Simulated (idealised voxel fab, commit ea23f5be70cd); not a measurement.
A process module follows: voxel capacitor over wiring.
Square cells of 5 nm make up the cross-section cut, whose width is 255 nm.
Bands, listed from the top down, are how a cross-section gets written in this document; the cross-section itself is a grid of square cells, and a band is one or more rows of them. The entry gives the band's vertical extent as a top height and a bottom height in nm, then its horizontal make-up as materials from left to right, each with a width in nm. "blank" stands for empty space; a single material marked "throughout" fills the band edge to edge. Counting heights begins at 0, where everything beneath is, in the wafer as received, one material. The lowest band has no bottom; it goes on downwards, as "0 -> down" shows. A width given as "30->40" starts at the first number in the band's top row and ends at the second number in its bottom row, shifting by an equal amount at every step from row to row. For the purposes of this document, the phrase "no modifications" attached to a step denotes that no cell within the cross-section was modified by that step. "Sealed voids" enumerates empty spaces isolated from the top, with no open way to it, that contain at least 8 cells, giving each as width x height at distance from the left edge, all three in nm. Read whatever lies past the settings on a step's line as the simulator's own remark about the step. overlay nm, on a step with a mask: how far to the right of its planned place the mask lay; to the left if negative.

PROCESS STEPS FORESEEN IN THE PLAN
1,RECEIVE with material Si
2,CONFORMAL_DEP with material SiO2, thk nm 15
3,DIRECTIONAL_DEP with material TiN, thk nm 5
4,DIRECTIONAL_DEP with material W, thk nm 15
5,MASKED_ETCH with tone cover, mask id METAL_1, width nm 25, pitch nm 85, etch materials W, depth nm 15, overlay nm 0
6,MASKED_ETCH with tone cover, mask id METAL_1, width nm 25, pitch nm 85, etch materials TiN, depth nm 5, overlay nm 0
7,CONFORMAL_DEP with material SiCN, thk nm 5
8,FILL_DEP with material lowk, thk nm 10
9,CMP with height nm 35
10,CONFORMAL_DEP with material SiCN, thk nm 5
11,DIRECTIONAL_DEP with material lowk, thk nm 10
12,DIRECTIONAL_DEP with material aC, thk nm 15
13,PATTERN with tone open, mask id PLUG_1, material resist, width nm 15, thk nm 30, overlay nm 0
14,DIRECTIONAL_ETCH with etch materials aC, depth nm 15
15,STRIP with etch materials resist
16,DIRECTIONAL_ETCH with etch materials lowk, depth nm 10
17,DIRECTIONAL_ETCH with etch materials SiCN, depth nm 5
18,STRIP with etch materials aC
19,CONFORMAL_DEP with material TiN, thk nm 5
20,FILL_DEP with material Cu, thk nm 5
21,CMP with height nm 50
22,DIRECTIONAL_DEP with material TiN, thk nm 5
23,DIRECTIONAL_DEP with material HfO2, thk nm 5
24,DIRECTIONAL_DEP with material TiN, thk nm 10
25,DIRECTIONAL_DEP with material aC, thk nm 15
26,PATTERN with tone cover, mask id UPPER_PLATE, material resist, width nm 65, thk nm 35, overlay nm 0
27,DIRECTIONAL_ETCH with etch materials aC, depth nm 15
28,STRIP with etch materials resist
29,DIRECTIONAL_ETCH with etch materials TiN, depth nm 10
30,DIRECTIONAL_ETCH with etch materials HfO2, depth nm 5
31,STRIP with etch materials aC
32,DIRECTIONAL_DEP with material aC, thk nm 15
33,PATTERN with tone cover, mask id LOWER_PLATE, material resist, width nm 75, thk nm 30, overlay nm 0
34,DIRECTIONAL_ETCH with etch materials aC, depth nm 15
35,STRIP with etch materials resist
36,DIRECTIONAL_ETCH with etch materials TiN, depth nm 5
37,STRIP with etch materials aC
38,FILL_DEP with material SiO2, thk nm 20
39,CMP with height nm 85
40,PATTERN with tone open, mask id PLUG_2, material resist, width nm 15, thk nm 15, overlay nm 0
41,DIRECTIONAL_ETCH with etch materials SiO2, depth nm 15
42,STRIP with etch materials resist
43,CONFORMAL_DEP with material TiN, thk nm 5
44,FILL_DEP with material Cu, thk nm 5
45,CMP with height nm 85
46,CONFORMAL_DEP with material SiCN, thk nm 5

ON THE FIRST OF THE TWO WAFERS: RUN CONDUCTED ACCORDING TO PLAN

AS RECEIVED (POST STEP 1): CROSS-SECTION
- 0 -> down  Si throughout
- Sealed voids: none

HOW THE WAFER STANDS IN SECTION AFTER STEP 2
- 15 -> 0  SiO2 throughout
- Under 0: no change, same as before.

HOW THE WAFER STANDS IN SECTION AFTER STEP 3
- 20 -> 15  TiN throughout
- Under 15: no change, same as before.

HOW THE WAFER STANDS IN SECTION AFTER STEP 4
- 35 -> 20  W throughout
- Under 20: no change, same as before.

HOW THE WAFER STANDS IN SECTION AFTER STEP 5
- 35 -> 20  70 nm blank / 25 nm W / 60 nm blank / 25 nm W / 75 nm blank
- Under 20: no change, same as before.

HOW THE WAFER STANDS IN SECTION AFTER STEP 6
- 35 -> 20  70 nm blank / 25 nm W / 60 nm blank / 25 nm W / 75 nm blank
- 20 -> 15  70 nm blank / 25 nm TiN / 60 nm blank / 25 nm TiN / 75 nm blank
- Under 15: no change, same as before.

HOW THE WAFER STANDS IN SECTION AFTER STEP 7
- 40 -> 35  65 nm blank / 35 nm SiCN / 50 nm blank / 35 nm SiCN / 70 nm blank
- 35 -> 20  65 nm blank / 5 nm SiCN / 25 nm W / 5 nm SiCN / 50 nm blank / 5 nm SiCN / 25 nm W / 5 nm SiCN / 70 nm blank
- 20 -> 15  70 nm SiCN / 25 nm TiN / 60 nm SiCN / 25 nm TiN / 75 nm SiCN
- Under 15: no change, same as before.

HOW THE WAFER STANDS IN SECTION AFTER STEP 8
- 50 -> 40  lowk throughout
- 40 -> 35  65 nm lowk / 35 nm SiCN / 50 nm lowk / 35 nm SiCN / 70 nm lowk
- 35 -> 20  65 nm lowk / 5 nm SiCN / 25 nm W / 5 nm SiCN / 50 nm lowk / 5 nm SiCN / 25 nm W / 5 nm SiCN / 70 nm lowk
- Under 20: no change, same as before.

HOW THE WAFER STANDS IN SECTION AFTER STEP 9
- 35 -> 20  65 nm lowk / 5 nm SiCN / 25 nm W / 5 nm SiCN / 50 nm lowk / 5 nm SiCN / 25 nm W / 5 nm SiCN / 70 nm lowk
- Under 20: no change, same as before.

HOW THE WAFER STANDS IN SECTION AFTER STEP 10
- 40 -> 35  SiCN throughout
- Under 35: no change, same as before.

HOW THE WAFER STANDS IN SECTION AFTER STEP 11
- 50 -> 40  lowk throughout
- Under 40: no change, same as before.

HOW THE WAFER STANDS IN SECTION AFTER STEP 12
- 65 -> 50  aC throughout
- Under 50: no change, same as before.

HOW THE WAFER STANDS IN SECTION AFTER STEP 13
- 95 -> 65  80 nm resist / 15 nm blank / 160 nm resist
- Under 65: no change, same as before.

HOW THE WAFER STANDS IN SECTION AFTER STEP 14
- 80 -> 65  80 nm resist / 15 nm blank / 160 nm resist
- 65 -> 50  80 nm aC / 15 nm blank / 160 nm aC
- Under 50: no change, same as before.

HOW THE WAFER STANDS IN SECTION AFTER STEP 15
- 65 -> 50  80 nm aC / 15 nm blank / 160 nm aC
- Under 50: no change, same as before.

HOW THE WAFER STANDS IN SECTION AFTER STEP 16
- 65 -> 50  80 nm aC / 15 nm blank / 160 nm aC
- 50 -> 40  80 nm lowk / 15 nm blank / 160 nm lowk
- Under 40: no change, same as before.

HOW THE WAFER STANDS IN SECTION AFTER STEP 17
- 65 -> 50  80 nm aC / 15 nm blank / 160 nm aC
- 50 -> 40  80 nm lowk / 15 nm blank / 160 nm lowk
- 40 -> 35  80 nm SiCN / 15 nm blank / 160 nm SiCN
- Under 35: no change, same as before.

HOW THE WAFER STANDS IN SECTION AFTER STEP 18
- 50 -> 40  80 nm lowk / 15 nm blank / 160 nm lowk
- Under 40: no change, same as before.

HOW THE WAFER STANDS IN SECTION AFTER STEP 19
- 55 -> 50  85 nm TiN / 5 nm blank / 165 nm TiN
- 50 -> 40  80 nm lowk / 5 nm TiN / 5 nm blank / 5 nm TiN / 160 nm lowk
- 40 -> 35  80 nm SiCN / 15 nm TiN / 160 nm SiCN
- Under 35: no change, same as before.

HOW THE WAFER STANDS IN SECTION AFTER STEP 20
- 60 -> 55  Cu throughout
- 55 -> 50  85 nm TiN / 5 nm Cu / 165 nm TiN
- 50 -> 40  80 nm lowk / 5 nm TiN / 5 nm Cu / 5 nm TiN / 160 nm lowk
- Under 40: no change, same as before.

HOW THE WAFER STANDS IN SECTION AFTER STEP 21
- 50 -> 40  80 nm lowk / 5 nm TiN / 5 nm Cu / 5 nm TiN / 160 nm lowk
- Under 40: no change, same as before.

HOW THE WAFER STANDS IN SECTION AFTER STEP 22
- 55 -> 50  TiN throughout
- Under 50: no change, same as before.

HOW THE WAFER STANDS IN SECTION AFTER STEP 23
- 60 -> 55  HfO2 throughout
- Under 55: no change, same as before.

HOW THE WAFER STANDS IN SECTION AFTER STEP 24
- 70 -> 60  TiN throughout
- Under 60: no change, same as before.

HOW THE WAFER STANDS IN SECTION AFTER STEP 25
- 85 -> 70  aC throughout
- Under 70: no change, same as before.

HOW THE WAFER STANDS IN SECTION AFTER STEP 26
- 120 -> 85  80 nm blank / 65 nm resist / 110 nm blank
- Under 85: no change, same as before.

HOW THE WAFER STANDS IN SECTION AFTER STEP 27
- 105 -> 85  80 nm blank / 65 nm resist / 110 nm blank
- 85 -> 70  80 nm blank / 65 nm aC / 110 nm blank
- Under 70: no change, same as before.

HOW THE WAFER STANDS IN SECTION AFTER STEP 28
- 85 -> 70  80 nm blank / 65 nm aC / 110 nm blank
- Under 70: no change, same as before.

HOW THE WAFER STANDS IN SECTION AFTER STEP 29
- 85 -> 70  80 nm blank / 65 nm aC / 110 nm blank
- 70 -> 60  80 nm blank / 65 nm TiN / 110 nm blank
- Under 60: no change, same as before.

HOW THE WAFER STANDS IN SECTION AFTER STEP 30
- 85 -> 70  80 nm blank / 65 nm aC / 110 nm blank
- 70 -> 60  80 nm blank / 65 nm TiN / 110 nm blank
- 60 -> 55  80 nm blank / 65 nm HfO2 / 110 nm blank
- Under 55: no change, same as before.

HOW THE WAFER STANDS IN SECTION AFTER STEP 31
- 70 -> 60  80 nm blank / 65 nm TiN / 110 nm blank
- Under 60: no change, same as before.

HOW THE WAFER STANDS IN SECTION AFTER STEP 32
- 85 -> 70  80 nm blank / 65 nm aC / 110 nm blank
- 70 -> 60  80 nm aC / 65 nm TiN / 110 nm aC
- 60 -> 55  80 nm aC / 65 nm HfO2 / 110 nm aC
- Under 55: no change, same as before.

HOW THE WAFER STANDS IN SECTION AFTER STEP 33
- 115 -> 85  75 nm blank / 75 nm resist / 105 nm blank
- 85 -> 70  75 nm blank / 5 nm resist / 65 nm aC / 5 nm resist / 105 nm blank
- Under 70: no change, same as before.

HOW THE WAFER STANDS IN SECTION AFTER STEP 34
- 100 -> 85  75 nm blank / 75 nm resist / 105 nm blank
- 85 -> 70  75 nm blank / 5 nm resist / 65 nm aC / 5 nm resist / 105 nm blank
- 70 -> 60  75 nm blank / 5 nm aC / 65 nm TiN / 5 nm aC / 105 nm blank
- 60 -> 55  75 nm blank / 5 nm aC / 65 nm HfO2 / 5 nm aC / 105 nm blank
- Under 55: no change, same as before.

HOW THE WAFER STANDS IN SECTION AFTER STEP 35
- 85 -> 70  80 nm blank / 65 nm aC / 110 nm blank
- Under 70: no change, same as before.

HOW THE WAFER STANDS IN SECTION AFTER STEP 36
- 85 -> 70  80 nm blank / 65 nm aC / 110 nm blank
- 70 -> 60  75 nm blank / 5 nm aC / 65 nm TiN / 5 nm aC / 105 nm blank
- 60 -> 55  75 nm blank / 5 nm aC / 65 nm HfO2 / 5 nm aC / 105 nm blank
- 55 -> 50  75 nm blank / 75 nm TiN / 105 nm blank
- Under 50: no change, same as before.

HOW THE WAFER STANDS IN SECTION AFTER STEP 37
- 70 -> 60  80 nm blank / 65 nm TiN / 110 nm blank
- 60 -> 55  80 nm blank / 65 nm HfO2 / 110 nm blank
- Under 55: no change, same as before.

HOW THE WAFER STANDS IN SECTION AFTER STEP 38
- 90 -> 70  SiO2 throughout
- 70 -> 60  80 nm SiO2 / 65 nm TiN / 110 nm SiO2
- 60 -> 55  80 nm SiO2 / 65 nm HfO2 / 110 nm SiO2
- 55 -> 50  75 nm SiO2 / 75 nm TiN / 105 nm SiO2
- Under 50: no change, same as before.

HOW THE WAFER STANDS IN SECTION AFTER STEP 39
- 85 -> 70  SiO2 throughout
- Under 70: no change, same as before.

HOW THE WAFER STANDS IN SECTION AFTER STEP 40
- 100 -> 85  90 nm resist / 15 nm blank / 150 nm resist
- Under 85: no change, same as before.

HOW THE WAFER STANDS IN SECTION AFTER STEP 41
- 100 -> 85  90 nm resist / 15 nm blank / 150 nm resist
- 85 -> 70  90 nm SiO2 / 15 nm blank / 150 nm SiO2
- Under 70: no change, same as before.

HOW THE WAFER STANDS IN SECTION AFTER STEP 42
- 85 -> 70  90 nm SiO2 / 15 nm blank / 150 nm SiO2
- Under 70: no change, same as before.

HOW THE WAFER STANDS IN SECTION AFTER STEP 43
- 90 -> 85  95 nm TiN / 5 nm blank / 155 nm TiN
- 85 -> 75  90 nm SiO2 / 5 nm TiN / 5 nm blank / 5 nm TiN / 150 nm SiO2
- 75 -> 70  90 nm SiO2 / 15 nm TiN / 150 nm SiO2
- Under 70: no change, same as before.

HOW THE WAFER STANDS IN SECTION AFTER STEP 44
- 95 -> 90  Cu throughout
- 90 -> 85  95 nm TiN / 5 nm Cu / 155 nm TiN
- 85 -> 75  90 nm SiO2 / 5 nm TiN / 5 nm Cu / 5 nm TiN / 150 nm SiO2
- Under 75: no change, same as before.

HOW THE WAFER STANDS IN SECTION AFTER STEP 45
- 85 -> 75  90 nm SiO2 / 5 nm TiN / 5 nm Cu / 5 nm TiN / 150 nm SiO2
- Under 75: no change, same as before.

HOW THE WAFER STANDS IN SECTION AFTER STEP 46
- 90 -> 85  SiCN throughout
- Under 85: no change, same as before.

NOW THE OTHER WAFER: SAME START, SAME RECIPE, BUT WE MESSED UP ONE THING WHEN RUNNING IT. UP TO AND INCLUDING STEP 21 IT'S THE SAME AS THE FIRST ONE

SECOND WAFER, SECTION VIEW, TIME POINT: SCHEDULED END OF STEP 22
- 65 -> 50  TiN throughout
- Under 50: no change, same as before.

SECOND WAFER, SECTION VIEW, TIME POINT: SCHEDULED END OF STEP 23
- 70 -> 65  HfO2 throughout
- Under 65: no change, same as before.

SECOND WAFER, SECTION VIEW, TIME POINT: SCHEDULED END OF STEP 24
- 80 -> 70  TiN throughout
- Under 70: no change, same as before.

SECOND WAFER, SECTION VIEW, TIME POINT: SCHEDULED END OF STEP 25
- 95 -> 80  aC throughout
- Under 80: no change, same as before.

SECOND WAFER, SECTION VIEW, TIME POINT: SCHEDULED END OF STEP 26
- 130 -> 95  80 nm blank / 65 nm resist / 110 nm blank
- Under 95: no change, same as before.

SECOND WAFER, SECTION VIEW, TIME POINT: SCHEDULED END OF STEP 27
- 115 -> 95  80 nm blank / 65 nm resist / 110 nm blank
- 95 -> 80  80 nm blank / 65 nm aC / 110 nm blank
- Under 80: no change, same as before.

SECOND WAFER, SECTION VIEW, TIME POINT: SCHEDULED END OF STEP 28
- 95 -> 80  80 nm blank / 65 nm aC / 110 nm blank
- Under 80: no change, same as before.

SECOND WAFER, SECTION VIEW, TIME POINT: SCHEDULED END OF STEP 29
- 95 -> 80  80 nm blank / 65 nm aC / 110 nm blank
- 80 -> 70  80 nm blank / 65 nm TiN / 110 nm blank
- Under 70: no change, same as before.

SECOND WAFER, SECTION VIEW, TIME POINT: SCHEDULED END OF STEP 30
- 95 -> 80  80 nm blank / 65 nm aC / 110 nm blank
- 80 -> 70  80 nm blank / 65 nm TiN / 110 nm blank
- 70 -> 65  80 nm blank / 65 nm HfO2 / 110 nm blank
- Under 65: no change, same as before.

SECOND WAFER, SECTION VIEW, TIME POINT: SCHEDULED END OF STEP 31
- 80 -> 70  80 nm blank / 65 nm TiN / 110 nm blank
- Under 70: no change, same as before.

SECOND WAFER, SECTION VIEW, TIME POINT: SCHEDULED END OF STEP 32
- 95 -> 80  80 nm blank / 65 nm aC / 110 nm blank
- 80 -> 70  80 nm aC / 65 nm TiN / 110 nm aC
- 70 -> 65  80 nm aC / 65 nm HfO2 / 110 nm aC
- Under 65: no change, same as before.

SECOND WAFER, SECTION VIEW, TIME POINT: SCHEDULED END OF STEP 33
- 125 -> 95  75 nm blank / 75 nm resist / 105 nm blank
- 95 -> 80  75 nm blank / 5 nm resist / 65 nm aC / 5 nm resist / 105 nm blank
- Under 80: no change, same as before.

SECOND WAFER, SECTION VIEW, TIME POINT: SCHEDULED END OF STEP 34
- 110 -> 95  75 nm blank / 75 nm resist / 105 nm blank
- 95 -> 80  75 nm blank / 5 nm resist / 65 nm aC / 5 nm resist / 105 nm blank
- 80 -> 70  75 nm blank / 5 nm aC / 65 nm TiN / 5 nm aC / 105 nm blank
- 70 -> 65  75 nm blank / 5 nm aC / 65 nm HfO2 / 5 nm aC / 105 nm blank
- Under 65: no change, same as before.

SECOND WAFER, SECTION VIEW, TIME POINT: SCHEDULED END OF STEP 35
- 95 -> 80  80 nm blank / 65 nm aC / 110 nm blank
- Under 80: no change, same as before.

SECOND WAFER, SECTION VIEW, TIME POINT: SCHEDULED END OF STEP 36
- 95 -> 80  80 nm blank / 65 nm aC / 110 nm blank
- 80 -> 70  75 nm blank / 5 nm aC / 65 nm TiN / 5 nm aC / 105 nm blank
- 70 -> 65  75 nm blank / 5 nm aC / 65 nm HfO2 / 5 nm aC / 105 nm blank
- 65 -> 60  75 nm blank / 75 nm TiN / 105 nm blank
- Under 60: no change, same as before.

SECOND WAFER, SECTION VIEW, TIME POINT: SCHEDULED END OF STEP 37
- 80 -> 70  80 nm blank / 65 nm TiN / 110 nm blank
- 70 -> 65  80 nm blank / 65 nm HfO2 / 110 nm blank
- Under 65: no change, same as before.

SECOND WAFER, SECTION VIEW, TIME POINT: SCHEDULED END OF STEP 38
- 100 -> 80  SiO2 throughout
- 80 -> 70  80 nm SiO2 / 65 nm TiN / 110 nm SiO2
- 70 -> 65  80 nm SiO2 / 65 nm HfO2 / 110 nm SiO2
- 65 -> 60  75 nm SiO2 / 75 nm TiN / 105 nm SiO2
- Under 60: no change, same as before.

SECOND WAFER, SECTION VIEW, TIME POINT: SCHEDULED END OF STEP 39
- 85 -> 80  SiO2 throughout
- Under 80: no change, same as before.

SECOND WAFER, SECTION VIEW, TIME POINT: SCHEDULED END OF STEP 40
- 100 -> 85  90 nm resist / 15 nm blank / 150 nm resist
- Under 85: no change, same as before.

SECOND WAFER, SECTION VIEW, TIME POINT: SCHEDULED END OF STEP 41
- 100 -> 85  90 nm resist / 15 nm blank / 150 nm resist
- 85 -> 80  90 nm SiO2 / 15 nm blank / 150 nm SiO2
- Under 80: no change, same as before.

SECOND WAFER, SECTION VIEW, TIME POINT: SCHEDULED END OF STEP 42
- 85 -> 80  90 nm SiO2 / 15 nm blank / 150 nm SiO2
- Under 80: no change, same as before.

SECOND WAFER, SECTION VIEW, TIME POINT: SCHEDULED END OF STEP 43
- 90 -> 85  95 nm TiN / 5 nm blank / 155 nm TiN
- 85 -> 80  90 nm SiO2 / 15 nm TiN / 150 nm SiO2
- Under 80: no change, same as before.

SECOND WAFER, SECTION VIEW, TIME POINT: SCHEDULED END OF STEP 44
- 95 -> 90  Cu throughout
- 90 -> 85  95 nm TiN / 5 nm Cu / 155 nm TiN
- Under 85: no change, same as before.

SECOND WAFER, SECTION VIEW, TIME POINT: SCHEDULED END OF STEP 45
- 85 -> 80  90 nm SiO2 / 15 nm TiN / 150 nm SiO2
- Under 80: no change, same as before.

SECOND WAFER, SECTION VIEW, TIME POINT: SCHEDULED END OF STEP 46
- 90 -> 85  SiCN throughout
- Under 85: no change, same as before.
Error vs. plan: step 22 was run on a setting that differed from the plan, and what really ran there is DIRECTIONAL_DEP with material TiN, thk nm 15
Final wafer comparison in cells, second versus first, more or fewer per material: Cu: 2 fewer; SiO2: 96 fewer; TiN: 98 more
